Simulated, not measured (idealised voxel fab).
Process module name: voxel quadruple lines
220 nm wide, 5 nm square cells: that's cross-section cut.
Cross-sections here: square-cell grids, written as top-down lists of bands, a band being one or more rows of cells. Each band's line starts with the height of the band's top and of its bottom, in nm. Then come its materials from left to right, each with its width in nm. One material with "everywhere" fills the band from edge to edge. "air" is empty space. Height 0 is the level under which the wafer as received is all one material. The lowest band goes on downwards, as in "0 -> down". A width given as "30 to 40" starts at the first number in the band's top row and ends at the second number in its bottom row, shifting by an equal amount at every step from row to row. "nothing got changed" after a step means that no cell of the cross-section changed. "Fully sealed cavities" specifies each empty space that is not open to the top and that occupies no fewer than 8 cells, using the form width x height at distance, the distance measured from the left edge and all three quantities in nm. On a step's line, text after the settings is the simulator commenting on that step. overlay nm: step with mask; distance mask lay right of planned place; negative value = left of planned place.

**This section lists the process steps that were planned**
step 1: RECEIVE (material Si)
step 2: CONFORMAL_DEP (material SiO2; thk nm 5)
step 3: DIRECTIONAL_DEP (material Ru; thk nm 10)
step 4: DIRECTIONAL_DEP (material polySi; thk nm 20)
step 5: DIRECTIONAL_DEP (material aC; thk nm 20)
step 6: PATTERN (tone cover; mask id MANDREL; material resist; width nm 20; pitch nm 60; thk nm 30; overlay nm 0)
step 7: DIRECTIONAL_ETCH (etch materials aC; depth nm 20)
step 8: STRIP (etch materials resist)
step 9: CONFORMAL_DEP (material SiO2; thk nm 10)
step 10: DIRECTIONAL_ETCH (etch materials SiO2; depth nm 10)
step 11: STRIP (etch materials aC)
step 12: DIRECTIONAL_ETCH (etch materials polySi; depth nm 20)
step 13: STRIP (etch materials SiO2)
step 14: CONFORMAL_DEP (material SiCN; thk nm 5)
step 15: DIRECTIONAL_ETCH (etch materials SiCN; depth nm 5)
step 16: STRIP (etch materials polySi)
step 17: DIRECTIONAL_ETCH (etch materials Ru; depth nm 10)
step 18: STRIP (etch materials SiCN)
step 19: FILL_DEP (material lowk; thk nm 10)
step 20: CMP (height nm 15)

**As-received state of the wafer in cross-section, equivalent to post-step 1**
> 0 -> down: Si everywhere
> Fully sealed cavities: none

**Wafer at module end, in section. Began as above, planned as above, run with one mistake**
> 15 -> 10: lowk everywhere
> 10 -> 0: lowk=55; Ru=5; lowk=10; Ru=5; lowk=10; Ru=5; lowk=10; Ru=5; lowk=10; Ru=5; lowk=10; Ru=5; lowk=10; Ru=5; lowk=10; Ru=5; lowk=55
> 0 -> down: Si everywhere
> Fully sealed cavities: none
It is concluded that the wafer was processed incorrectly with respect to the plan, in that with respect to the plan, step 2 was omitted and not executed
